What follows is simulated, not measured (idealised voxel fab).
process module | voxel self aligned contacts
cross-section cut | 185 nm wide | cells 5 nm
A cross-section is a grid of square cells, given in bands from the top down. A band is one or more rows of cells.
Each band's line starts with the height of the band's top and of its bottom, in nm. Then come its materials from left to right, each with its width in nm. One material with "throughout" fills the band from edge to edge. "air" is empty space.
Height 0 is the level under which the wafer as received is all one material. The lowest band goes on downwards, as in "0 down".
A width such as "30 to 40" changes by the same amount from each row of cells to the next, from the band's top row to its bottom row.
"no change" after a step means that no cell of the cross-section changed.
closed voids: empty space of 8 cells or more with no open way to the top, each as width x height at its distance from the left edge, in nm
after a step's settings: what the simulator itself notes on the step
overlay nm, on a step with a mask: how far to the right of its planned place the mask lay; to the left if negative
plan
1 op RECEIVE | material Si
2 op OXIDIZE | depth nm 5
3 op DIRECTIONAL_DEP | material polySi | thk nm 25
4 op DIRECTIONAL_DEP | material SiN | thk nm 25
5 op DIRECTIONAL_DEP | material aC | thk nm 10
6 op PATTERN | tone cover | mask id GATE | material resist | width nm 25 | pitch nm 65 | thk nm 30 | overlay nm 0
7 op DIRECTIONAL_ETCH | etch materials aC | depth nm 10
8 op STRIP | etch materials resist
9 op DIRECTIONAL_ETCH | etch materials SiN | depth nm 25
10 op DIRECTIONAL_ETCH | etch materials polySi | depth nm 25
11 op STRIP | etch materials aC
12 op CONFORMAL_DEP | material SiN | thk nm 10
13 op DIRECTIONAL_ETCH | etch materials SiN | depth nm 10
14 op FILL_DEP | material SiO2 | thk nm 20
15 op CMP | height nm 60
16 op MASKED_ETCH | tone open | mask id CONTACT | width nm 50 | pitch nm 65 | etch materials SiO2 | depth nm 65 | overlay nm 0
17 op CONFORMAL_DEP | material TiN | thk nm 5
18 op FILL_DEP | material W | thk nm 5
19 op CMP | height nm 60
20 op CONFORMAL_DEP | material SiCN | thk nm 5
first wafer, as planned
as received, after step 1
  0 down: Si throughout
  closed voids: none
after step 2
  0 to -5: SiO2 throughout
  below -5: unchanged
after step 3
  25 to 0: polySi throughout
  below 0: unchanged
after step 4
  50 to 25: SiN throughout
  below 25: unchanged
after step 5
  60 to 50: aC throughout
  below 50: unchanged
after step 6
  90 to 60: air 15 | resist 25 | air 40 | resist 25 | air 40 | resist 25 | air 15
  below 60: unchanged
after step 7
  80 to 60: air 15 | resist 25 | air 40 | resist 25 | air 40 | resist 25 | air 15
  60 to 50: air 15 | aC 25 | air 40 | aC 25 | air 40 | aC 25 | air 15
  below 50: unchanged
after step 8
  60 to 50: air 15 | aC 25 | air 40 | aC 25 | air 40 | aC 25 | air 15
  below 50: unchanged
after step 9
  60 to 50: air 15 | aC 25 | air 40 | aC 25 | air 40 | aC 25 | air 15
  50 to 25: air 15 | SiN 25 | air 40 | SiN 25 | air 40 | SiN 25 | air 15
  below 25: unchanged
after step 10
  60 to 50: air 15 | aC 25 | air 40 | aC 25 | air 40 | aC 25 | air 15
  50 to 25: air 15 | SiN 25 | air 40 | SiN 25 | air 40 | SiN 25 | air 15
  25 to 0: air 15 | polySi 25 | air 40 | polySi 25 | air 40 | polySi 25 | air 15
  below 0: unchanged
after step 11
  50 to 25: air 15 | SiN 25 | air 40 | SiN 25 | air 40 | SiN 25 | air 15
  below 25: unchanged
after step 12
  60 to 25: air 5 | SiN 45 | air 20 | SiN 45 | air 20 | SiN 45 | air 5
  25 to 10: air 5 | SiN 10 | polySi 25 | SiN 10 | air 20 | SiN 10 | polySi 25 | SiN 10 | air 20 | SiN 10 | polySi 25 | SiN 10 | air 5
  10 to 0: SiN 15 | polySi 25 | SiN 40 | polySi 25 | SiN 40 | polySi 25 | SiN 15
  below 0: unchanged
after step 13
  50 to 25: air 5 | SiN 45 | air 20 | SiN 45 | air 20 | SiN 45 | air 5
  25 to 0: air 5 | SiN 10 | polySi 25 | SiN 10 | air 20 | SiN 10 | polySi 25 | SiN 10 | air 20 | SiN 10 | polySi 25 | SiN 10 | air 5
  below 0: unchanged
after step 14
  70 to 50: SiO2 throughout
  50 to 25: SiO2 5 | SiN 45 | SiO2 20 | SiN 45 | SiO2 20 | SiN 45 | SiO2 5
  25 to 0: SiO2 5 | SiN 10 | polySi 25 | SiN 10 | SiO2 20 | SiN 10 | polySi 25 | SiN 10 | SiO2 20 | SiN 10 | polySi 25 | SiN 10 | SiO2 5
  below 0: unchanged
after step 15
  60 to 50: SiO2 throughout
  below 50: unchanged
after step 16
  60 to 50: SiO2 35 | air 50 | SiO2 15 | air 50 | SiO2 35
  50 to 25: SiO2 5 | SiN 45 | air 20 | SiN 45 | air 20 | SiN 45 | SiO2 5
  25 to 0: SiO2 5 | SiN 10 | polySi 25 | SiN 10 | air 20 | SiN 10 | polySi 25 | SiN 10 | air 20 | SiN 10 | polySi 25 | SiN 10 | SiO2 5
  0 to -5: SiO2 50 | air 20 | SiO2 45 | air 20 | SiO2 50
  below -5: unchanged
after step 17
  65 to 60: TiN 40 | air 40 | TiN 25 | air 40 | TiN 40
  60 to 50: SiO2 35 | TiN 5 to 20 | air 40 to 10 | TiN 5 to 20 | SiO2 15 | TiN 5 to 20 | air 40 to 10 | TiN 5 to 20 | SiO2 35
  50 to 25: SiO2 5 | SiN 45 | TiN 5 | air 10 | TiN 5 | SiN 45 | TiN 5 | air 10 | TiN 5 | SiN 45 | SiO2 5
  25 to 0: SiO2 5 | SiN 10 | polySi 25 | SiN 10 | TiN 5 | air 10 | TiN 5 | SiN 10 | polySi 25 | SiN 10 | TiN 5 | air 10 | TiN 5 | SiN 10 | polySi 25 | SiN 10 | SiO2 5
  0 to -5: SiO2 50 | TiN 20 | SiO2 45 | TiN 20 | SiO2 50
  below -5: unchanged
after step 18
  70 to 65: W throughout
  65 to 60: TiN 40 | W 40 | TiN 25 | W 40 | TiN 40
  60 to 50: SiO2 35 | TiN 5 to 20 | W 40 to 10 | TiN 5 to 20 | SiO2 15 | TiN 5 to 20 | W 40 to 10 | TiN 5 to 20 | SiO2 35
  50 to 25: SiO2 5 | SiN 45 | TiN 5 | W 10 | TiN 5 | SiN 45 | TiN 5 | W 10 | TiN 5 | SiN 45 | SiO2 5
  25 to 0: SiO2 5 | SiN 10 | polySi 25 | SiN 10 | TiN 5 | W 10 | TiN 5 | SiN 10 | polySi 25 | SiN 10 | TiN 5 | W 10 | TiN 5 | SiN 10 | polySi 25 | SiN 10 | SiO2 5
  below 0: unchanged
after step 19
  60 to 50: SiO2 35 | TiN 5 to 20 | W 40 to 10 | TiN 5 to 20 | SiO2 15 | TiN 5 to 20 | W 40 to 10 | TiN 5 to 20 | SiO2 35
  below 50: unchanged
after step 20
  65 to 60: SiCN throughout
  below 60: unchanged
second wafer: like start, like plan, one mistake. Through step 17 it matches the first wafer
when step 18 should have ended
  70 to 65: aC throughout
  65 to 60: TiN 40 | aC 40 | TiN 25 | aC 40 | TiN 40
  60 to 50: SiO2 35 | TiN 5 to 20 | aC 40 to 10 | TiN 5 to 20 | SiO2 15 | TiN 5 to 20 | aC 40 to 10 | TiN 5 to 20 | SiO2 35
  50 to 25: SiO2 5 | SiN 45 | TiN 5 | aC 10 | TiN 5 | SiN 45 | TiN 5 | aC 10 | TiN 5 | SiN 45 | SiO2 5
  25 to 0: SiO2 5 | SiN 10 | polySi 25 | SiN 10 | TiN 5 | aC 10 | TiN 5 | SiN 10 | polySi 25 | SiN 10 | TiN 5 | aC 10 | TiN 5 | SiN 10 | polySi 25 | SiN 10 | SiO2 5
  below 0: unchanged
when step 19 should have ended
  60 to 50: SiO2 35 | TiN 5 to 20 | aC 40 to 10 | TiN 5 to 20 | SiO2 15 | TiN 5 to 20 | aC 40 to 10 | TiN 5 to 20 | SiO2 35
  below 50: unchanged
when step 20 should have ended
  65 to 60: SiCN throughout
  below 60: unchanged
what went wrong: step 18 ran as: op FILL_DEP | material aC | thk nm 5
at the end the second wafer has, in cells: 60 fewer of W | 60 more of aC
